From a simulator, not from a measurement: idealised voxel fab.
Process module name: voxel lift off
FYI the section here is cut, 150 nm wide, cells are 5 nm squares.
Bands, listed from the top down, are how a cross-section gets written in this document; the cross-section itself is a grid of square cells, and a band is one or more rows of them.
Basically the band line says how high the top is and how high the bottom is, in nm, and then what's in it from left to right, every material with its width in nm. Empty space shows up as "air", and if a single material carries "throughout" it runs the full band edge to edge.
Zero point of the height axis is 0; under it, received wafer = one material. Lowest band: continues down indefinitely, "0 and below".
Per-row width for "30->40": begins at first number (top row of band), ends at second number (bottom row), increment between rows held constant.
When a step is marked "no alteration", none of the cells in the cross-section changed during that step.
Any empty space of 8 cells or more lacking an open way to the top shows up in "Closed void inventory" as width x height at distance, distance from the left edge, in nm.
What comes after the settings on a step's line is commentary from the simulator itself on that step.
"overlay nm", when on a step's line for a step with a mask, measures how far to the right of its planned place the mask lay; a negative measure means to the left.
-- The following list gives the planned process steps
1,RECEIVE,material Si
2,CONFORMAL_DEP,material SiO2,thk nm 15
3,PATTERN,tone open,mask id LINES,material resist,width nm 25,pitch nm 45,thk nm 20,overlay nm 0
4,DIRECTIONAL_DEP,material Ru,thk nm 5
5,STRIP,etch materials resist
6,CONFORMAL_DEP,material SiN,thk nm 5
-- Shown in cross-section is the wafer as received, that is, as it stands after step 1
* 0 and below  Si throughout
* Closed void inventory: none
-- Cross-sectional image of the first of two wafers at the end of the module, the run having proceeded as planned
* 25 down to 20  air 35 | SiN 35 | air 10 | SiN 35 | air 35
* 20 down to 15  SiN 40 | Ru 25 | SiN 20 | Ru 25 | SiN 40
* 15 down to 0  SiO2 throughout
* 0 and below  Si throughout
* Closed void inventory: none
-- Presented here is a cross-section of the second of the two wafers as it stood at the end of the module. It was started in the same manner and assigned the same plan as the first wafer; however, one mistake was made in its execution
* 35 down to 30  air 25 | SiN 100 | air 25
* 30 down to 20  SiN throughout
* 20 down to 15  SiN 40 | Ru 25 | SiN 20 | Ru 25 | SiN 40
* 15 down to 0  SiO2 throughout
* 0 and below  Si throughout
* Closed void inventory: none
Deviation from plan: note that step 6 departed from the planned setting and was carried out as CONFORMAL_DEP,material SiN,thk nm 15
Looking at both finished wafers in cells, the second ends up ahead of or behind the first on some materials: 66 more of SiN
